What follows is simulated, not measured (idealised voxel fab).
process module | voxel air gaps
cross-section cut | 180 nm wide | cells 5 nm
A cross-section is a grid of square cells, given in bands from the top down. A band is one or more rows of cells.
Each band's line starts with the height of the band's top and of its bottom, in nm. Then come its materials from left to right, each with its width in nm. One material with "throughout" fills the band from edge to edge. "air" is empty space.
Height 0 is the level under which the wafer as received is all one material. The lowest band goes on downwards, as in "0 down".
A width such as "30 to 40" changes by the same amount from each row of cells to the next, from the band's top row to its bottom row.
"no change" after a step means that no cell of the cross-section changed.
closed voids: empty space of 8 cells or more with no open way to the top, each as width x height at its distance from the left edge, in nm
after a step's settings: what the simulator itself notes on the step
overlay nm, on a step with a mask: how far to the right of its planned place the mask lay; to the left if negative
plan
1 op RECEIVE | material Si
2 op CONFORMAL_DEP | material SiO2 | thk nm 15
3 op CONFORMAL_DEP | material SiN | thk nm 5
4 op DIRECTIONAL_DEP | material SiO2 | thk nm 40
5 op PATTERN | tone open | mask id LINES | material resist | width nm 15 | pitch nm 45 | thk nm 20 | overlay nm 0
6 op DIRECTIONAL_ETCH | etch materials SiO2 | depth nm 40
7 op STRIP | etch materials resist
8 op CONFORMAL_DEP | material TiN | thk nm 5
9 op FILL_DEP | material W | thk nm 5
10 op CMP | height nm 60
11 op EPI | material Ru | thk nm 10
12 op SELECTIVE_ETCH | etch materials SiO2 | depth nm 50
13 op CONFORMAL_DEP | material SiCN | thk nm 5
as received, after step 1
  0 down: Si throughout
  closed voids: none
a wafer at the end: this start, this plan, one mistake
  70 to 60: air 25 | Ru 35 | air 10 | Ru 35 | air 10 | Ru 35 | air 30
  60 to 25: air 35 | TiN 5 | W 5 | TiN 5 | air 30 | TiN 5 | W 5 | TiN 5 | air 30 | TiN 5 | W 5 | TiN 5 | air 40
  25 to 20: air 35 | TiN 15 | air 30 | TiN 15 | air 30 | TiN 15 | air 40
  20 to 15: SiN throughout
  15 to 0: SiO2 throughout
  0 down: Si throughout
  closed voids: none
what went wrong: step 13 was left out
